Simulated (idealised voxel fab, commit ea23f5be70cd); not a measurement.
Module name: voxel self aligned contacts (process module)
For reference, the cross-section in this document is cut, with width 205 nm and square cells of 5 nm.
A cross-section is written here as square cells arranged in a grid, and it is given in bands from the top down, each band taking up one or more rows of cells. What a band's entry tells you: where the top is and where the bottom is, as heights in nm, and after that what lies inside, material by material from left to right, each with its width in nm. Empty space is written as the word "blank", and a single material marked with the word "everywhere" occupies the band from edge to edge. Heights from 0 (as-received wafer is one material below). Bottom band endless downward, as "from 0 down". Width "30..40": first value at the band's top row of cells, second value at its bottom row, equal change from row to row. "remained unchanged" means the step left every cell of the cross-section as it was. The entry "Closed void roster" lists the empty spaces that cover at least 8 cells and have no open path to the top. Each is written as width x height at distance, where the distance is measured from the left edge and all three values are in nm. Where a step's line continues beyond its settings, the continuation is a remark by the simulator itself on that step. The optional step-line setting "overlay nm" applies to steps with a mask and quantifies how far to the right of its planned location the mask lay, a negative value indicating leftward placement.

**The steps planned for the process are as follows**
- 1: RECEIVE | material Si
- 2: OXIDIZE | depth nm 5
- 3: DIRECTIONAL_DEP | material polySi | thk nm 20
- 4: DIRECTIONAL_DEP | material SiN | thk nm 20
- 5: PATTERN | tone cover | mask id GATE | material resist | width nm 35 | pitch nm 65 | thk nm 20 | overlay nm 0
- 6: DIRECTIONAL_ETCH | etch materials SiN | depth nm 20
- 7: DIRECTIONAL_ETCH | etch materials polySi | depth nm 20
- 8: STRIP | etch materials resist
- 9: CONFORMAL_DEP | material SiN | thk nm 5
- 10: DIRECTIONAL_ETCH | etch materials SiN | depth nm 5
- 11: FILL_DEP | material SiO2 | thk nm 15
- 12: CMP | height nm 50
- 13: PATTERN | tone open | mask id CONTACT | material resist | width nm 40 | pitch nm 65 | thk nm 15 | overlay nm 0
- 14: DIRECTIONAL_ETCH | etch materials SiO2 | depth nm 55
- 15: STRIP | etch materials resist
- 16: CONFORMAL_DEP | material TiN | thk nm 5
- 17: FILL_DEP | material W | thk nm 5
- 18: CMP | height nm 50
- 19: CONFORMAL_DEP | material SiN | thk nm 5

**What follows covers the first of two wafers; it ran as planned**

**Cross-section: wafer on arrival = after step 1**
	from 0 down  Si everywhere
	Closed void roster: none

**Cross-section: wafer state after step 2**
	from 0 to -5  SiO2 everywhere
	Unchanged below -5.

**Cross-section: wafer state after step 3**
	from 20 to 0  polySi everywhere
	Unchanged below 0.

**Cross-section: wafer state after step 4**
	from 40 to 20  SiN everywhere
	Unchanged below 20.

**Cross-section: wafer state after step 5**
	from 60 to 40  blank (20) / resist (35) / blank (30) / resist (35) / blank (30) / resist (35) / blank (20)
	Unchanged below 40.

**Cross-section: wafer state after step 6**
	from 60 to 40  blank (20) / resist (35) / blank (30) / resist (35) / blank (30) / resist (35) / blank (20)
	from 40 to 20  blank (20) / SiN (35) / blank (30) / SiN (35) / blank (30) / SiN (35) / blank (20)
	Unchanged below 20.

**Cross-section: wafer state after step 7**
	from 60 to 40  blank (20) / resist (35) / blank (30) / resist (35) / blank (30) / resist (35) / blank (20)
	from 40 to 20  blank (20) / SiN (35) / blank (30) / SiN (35) / blank (30) / SiN (35) / blank (20)
	from 20 to 0  blank (20) / polySi (35) / blank (30) / polySi (35) / blank (30) / polySi (35) / blank (20)
	Unchanged below 0.

**Cross-section: wafer state after step 8**
	from 40 to 20  blank (20) / SiN (35) / blank (30) / SiN (35) / blank (30) / SiN (35) / blank (20)
	Unchanged below 20.

**Cross-section: wafer state after step 9**
	from 45 to 20  blank (15) / SiN (45) / blank (20) / SiN (45) / blank (20) / SiN (45) / blank (15)
	from 20 to 5  blank (15) / SiN (5) / polySi (35) / SiN (5) / blank (20) / SiN (5) / polySi (35) / SiN (5) / blank (20) / SiN (5) / polySi (35) / SiN (5) / blank (15)
	from 5 to 0  SiN (20) / polySi (35) / SiN (30) / polySi (35) / SiN (30) / polySi (35) / SiN (20)
	Unchanged below 0.

**Cross-section: wafer state after step 10**
	from 40 to 20  blank (15) / SiN (45) / blank (20) / SiN (45) / blank (20) / SiN (45) / blank (15)
	from 20 to 0  blank (15) / SiN (5) / polySi (35) / SiN (5) / blank (20) / SiN (5) / polySi (35) / SiN (5) / blank (20) / SiN (5) / polySi (35) / SiN (5) / blank (15)
	Unchanged below 0.

**Cross-section: wafer state after step 11**
	from 55 to 40  SiO2 everywhere
	from 40 to 20  SiO2 (15) / SiN (45) / SiO2 (20) / SiN (45) / SiO2 (20) / SiN (45) / SiO2 (15)
	from 20 to 0  SiO2 (15) / SiN (5) / polySi (35) / SiN (5) / SiO2 (20) / SiN (5) / polySi (35) / SiN (5) / SiO2 (20) / SiN (5) / polySi (35) / SiN (5) / SiO2 (15)
	Unchanged below 0.

**Cross-section: wafer state after step 12**
	from 50 to 40  SiO2 everywhere
	Unchanged below 40.

**Cross-section: wafer state after step 13**
	from 65 to 50  resist (50) / blank (40) / resist (25) / blank (40) / resist (50)
	Unchanged below 50.

**Cross-section: wafer state after step 14**
	from 65 to 50  resist (50) / blank (40) / resist (25) / blank (40) / resist (50)
	from 50 to 40  SiO2 (50) / blank (40) / SiO2 (25) / blank (40) / SiO2 (50)
	from 40 to 20  SiO2 (15) / SiN (45) / blank (20) / SiN (45) / blank (20) / SiN (45) / SiO2 (15)
	from 20 to 0  SiO2 (15) / SiN (5) / polySi (35) / SiN (5) / blank (20) / SiN (5) / polySi (35) / SiN (5) / blank (20) / SiN (5) / polySi (35) / SiN (5) / SiO2 (15)
	from 0 to -5  SiO2 (60) / blank (20) / SiO2 (45) / blank (20) / SiO2 (60)
	Unchanged below -5.

**Cross-section: wafer state after step 15**
	from 50 to 40  SiO2 (50) / blank (40) / SiO2 (25) / blank (40) / SiO2 (50)
	Unchanged below 40.

**Cross-section: wafer state after step 16**
	from 55 to 50  TiN (55) / blank (30) / TiN (35) / blank (30) / TiN (55)
	from 50 to 40  SiO2 (50) / TiN (5..15) / blank (30..10) / TiN (5..15) / SiO2 (25) / TiN (5..15) / blank (30..10) / TiN (5..15) / SiO2 (50)
	from 40 to 20  SiO2 (15) / SiN (45) / TiN (5) / blank (10) / TiN (5) / SiN (45) / TiN (5) / blank (10) / TiN (5) / SiN (45) / SiO2 (15)
	from 20 to 0  SiO2 (15) / SiN (5) / polySi (35) / SiN (5) / TiN (5) / blank (10) / TiN (5) / SiN (5) / polySi (35) / SiN (5) / TiN (5) / blank (10) / TiN (5) / SiN (5) / polySi (35) / SiN (5) / SiO2 (15)
	from 0 to -5  SiO2 (60) / TiN (20) / SiO2 (45) / TiN (20) / SiO2 (60)
	Unchanged below -5.

**Cross-section: wafer state after step 17**
	from 60 to 55  W everywhere
	from 55 to 50  TiN (55) / W (30) / TiN (35) / W (30) / TiN (55)
	from 50 to 40  SiO2 (50) / TiN (5..15) / W (30..10) / TiN (5..15) / SiO2 (25) / TiN (5..15) / W (30..10) / TiN (5..15) / SiO2 (50)
	from 40 to 20  SiO2 (15) / SiN (45) / TiN (5) / W (10) / TiN (5) / SiN (45) / TiN (5) / W (10) / TiN (5) / SiN (45) / SiO2 (15)
	from 20 to 0  SiO2 (15) / SiN (5) / polySi (35) / SiN (5) / TiN (5) / W (10) / TiN (5) / SiN (5) / polySi (35) / SiN (5) / TiN (5) / W (10) / TiN (5) / SiN (5) / polySi (35) / SiN (5) / SiO2 (15)
	Unchanged below 0.

**Cross-section: wafer state after step 18**
	from 50 to 40  SiO2 (50) / TiN (5..15) / W (30..10) / TiN (5..15) / SiO2 (25) / TiN (5..15) / W (30..10) / TiN (5..15) / SiO2 (50)
	Unchanged below 40.

**Cross-section: wafer state after step 19**
	from 55 to 50  SiN everywhere
	Unchanged below 50.

**Here the second wafer is described. Its start and its plan were those of the first wafer. Its run contained one mistake. Up to and including step 12, it did exactly what the first wafer did**

**when step 13 should have ended**
	from 65 to 50  resist (55) / blank (30) / resist (35) / blank (30) / resist (55)
	Unchanged below 50.

**when step 14 should have ended**
	from 65 to 50  resist (55) / blank (30) / resist (35) / blank (30) / resist (55)
	from 50 to 40  SiO2 (55) / blank (30) / SiO2 (35) / blank (30) / SiO2 (55)
	from 40 to 20  SiO2 (15) / SiN (45) / blank (20) / SiN (45) / blank (20) / SiN (45) / SiO2 (15)
	from 20 to 0  SiO2 (15) / SiN (5) / polySi (35) / SiN (5) / blank (20) / SiN (5) / polySi (35) / SiN (5) / blank (20) / SiN (5) / polySi (35) / SiN (5) / SiO2 (15)
	from 0 to -5  SiO2 (60) / blank (20) / SiO2 (45) / blank (20) / SiO2 (60)
	Unchanged below -5.

**when step 15 should have ended**
	from 50 to 40  SiO2 (55) / blank (30) / SiO2 (35) / blank (30) / SiO2 (55)
	Unchanged below 40.

**when step 16 should have ended**
	from 55 to 50  TiN (60) / blank (20) / TiN (45) / blank (20) / TiN (60)
	from 50 to 40  SiO2 (55) / TiN (5..10) / blank (20..10) / TiN (5..10) / SiO2 (35) / TiN (5..10) / blank (20..10) / TiN (5..10) / SiO2 (55)
	from 40 to 20  SiO2 (15) / SiN (45) / TiN (5) / blank (10) / TiN (5) / SiN (45) / TiN (5) / blank (10) / TiN (5) / SiN (45) / SiO2 (15)
	from 20 to 0  SiO2 (15) / SiN (5) / polySi (35) / SiN (5) / TiN (5) / blank (10) / TiN (5) / SiN (5) / polySi (35) / SiN (5) / TiN (5) / blank (10) / TiN (5) / SiN (5) / polySi (35) / SiN (5) / SiO2 (15)
	from 0 to -5  SiO2 (60) / TiN (20) / SiO2 (45) / TiN (20) / SiO2 (60)
	Unchanged below -5.

**when step 17 should have ended**
	from 60 to 55  W everywhere
	from 55 to 50  TiN (60) / W (20) / TiN (45) / W (20) / TiN (60)
	from 50 to 40  SiO2 (55) / TiN (5..10) / W (20..10) / TiN (5..10) / SiO2 (35) / TiN (5..10) / W (20..10) / TiN (5..10) / SiO2 (55)
	from 40 to 20  SiO2 (15) / SiN (45) / TiN (5) / W (10) / TiN (5) / SiN (45) / TiN (5) / W (10) / TiN (5) / SiN (45) / SiO2 (15)
	from 20 to 0  SiO2 (15) / SiN (5) / polySi (35) / SiN (5) / TiN (5) / W (10) / TiN (5) / SiN (5) / polySi (35) / SiN (5) / TiN (5) / W (10) / TiN (5) / SiN (5) / polySi (35) / SiN (5) / SiO2 (15)
	Unchanged below 0.

**when step 18 should have ended**
	from 50 to 40  SiO2 (55) / TiN (5..10) / W (20..10) / TiN (5..10) / SiO2 (35) / TiN (5..10) / W (20..10) / TiN (5..10) / SiO2 (55)
	Unchanged below 40.

**when step 19 should have ended**
	from 55 to 50  SiN everywhere
	Unchanged below 50.
So what did we get wrong on this run? step 13 did not happen as planned, as run it was PATTERN | tone open | mask id CONTACT | material resist | width nm 30 | pitch nm 65 | thk nm 15 | overlay nm 0
Heads up, by the end the second wafer has more or fewer cells of some materials compared to the first: 8 more of SiO2 | 4 fewer of TiN | 4 fewer of W
